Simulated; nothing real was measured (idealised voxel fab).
process module | voxel gate over fins
cross-section cut | 170 nm wide | cells 5 nm
A cross-section is a grid of square cells, given in bands from the top down. A band is one or more rows of cells.
Each band's line starts with the height of the band's top and of its bottom, in nm. Then come its materials from left to right, each with its width in nm. One material with "throughout" fills the band from edge to edge. "air" is empty space.
Height 0 is the level under which the wafer as received is all one material. The lowest band goes on downwards, as in "0 down".
A width such as "30 to 40" changes by the same amount from each row of cells to the next, from the band's top row to its bottom row.
"no change" after a step means that no cell of the cross-section changed.
closed voids: empty space of 8 cells or more with no open way to the top, each as width x height at its distance from the left edge, in nm
after a step's settings: what the simulator itself notes on the step
overlay nm, on a step with a mask: how far to the right of its planned place the mask lay; to the left if negative
plan
1 op RECEIVE | material Si
2 op CONFORMAL_DEP | material SiN | thk nm 10
3 op DIRECTIONAL_DEP | material aC | thk nm 10
4 op PATTERN | tone cover | mask id FINS | material resist | width nm 15 | pitch nm 60 | thk nm 30 | overlay nm 0
5 op DIRECTIONAL_ETCH | etch materials aC | depth nm 10
6 op STRIP | etch materials resist
7 op DIRECTIONAL_ETCH | etch materials SiN | depth nm 10
8 op DIRECTIONAL_ETCH | etch materials Si | depth nm 35
9 op STRIP | etch materials aC
10 op OXIDIZE | depth nm 5
11 op FILL_DEP | material SiO2 | thk nm 5
12 op CMP | height nm 10
13 op DIRECTIONAL_DEP | material aC | thk nm 15
14 op PATTERN | tone open | mask id RAIL | material resist | width nm 15 | thk nm 30 | overlay nm 0
15 op DIRECTIONAL_ETCH | etch materials aC | depth nm 15
16 op STRIP | etch materials resist
17 op DIRECTIONAL_ETCH | etch materials SiO2 | depth nm 40
18 op STRIP | etch materials aC
19 op CONFORMAL_DEP | material TiN | thk nm 5
20 op FILL_DEP | material Ru | thk nm 10
21 op CMP | height nm 10
22 op SELECTIVE_ETCH | etch materials W Ru TiN | depth nm 30
23 op FILL_DEP | material SiO2 | thk nm 5
24 op CMP | height nm 10
25 op SELECTIVE_ETCH | etch materials SiO2 | depth nm 25
26 op STRIP | etch materials SiN
27 op CONFORMAL_DEP | material HfO2 | thk nm 5
28 op CONFORMAL_DEP | material TiN | thk nm 5
29 op CONFORMAL_DEP | material TiAl | thk nm 5
30 op CONFORMAL_DEP | material TiN | thk nm 5
31 op FILL_DEP | material W | thk nm 15
32 op CMP | height nm 30
33 op CONFORMAL_DEP | material SiCN | thk nm 5
as received, after step 1
  0 down: Si throughout
  closed voids: none
a wafer at the end: this start, this plan, one mistake
  35 to 30: SiCN throughout
  30 to 15: W throughout
  15 to 10: W 35 | TiN 35 | W 25 | TiN 35 | W 40
  10 to 5: W 35 | TiN 5 | TiAl 25 | TiN 5 | W 25 | TiN 5 | TiAl 25 | TiN 5 | W 40
  5 to 0: W 35 | TiN 5 | TiAl 5 | TiN 15 | TiAl 5 | TiN 5 | W 25 | TiN 5 | TiAl 5 | TiN 15 | TiAl 5 | TiN 5 | W 40
  0 to -5: TiN 40 | TiAl 5 | TiN 5 | Si 5 | TiN 5 | TiAl 5 | TiN 35 | TiAl 5 | TiN 5 | Si 5 | TiN 5 | TiAl 5 | TiN 45
  -5 to -10: TiAl 45 | TiN 5 | Si 5 | TiN 5 | TiAl 45 | TiN 5 | Si 5 | TiN 5 | TiAl 50
  -10 to -15: TiN 50 | Si 5 | TiN 55 | Si 5 | TiN 55
  -15 to -20: SiO2 50 | Si 5 | SiO2 55 | Si 5 | SiO2 55
  -20 to -25: SiO2 50 | Si 5 | SiO2 20 | TiN 5 | Ru 5 | TiN 5 | SiO2 20 | Si 5 | SiO2 55
  -25 to -30: SiO2 50 | Si 5 | SiO2 20 | TiN 15 | SiO2 20 | Si 5 | SiO2 55
  -30 to -40: SiO2 50 | Si 5 | SiO2 55 | Si 5 | SiO2 55
  -40 down: Si throughout
  closed voids: none
what went wrong: step 27 was left out
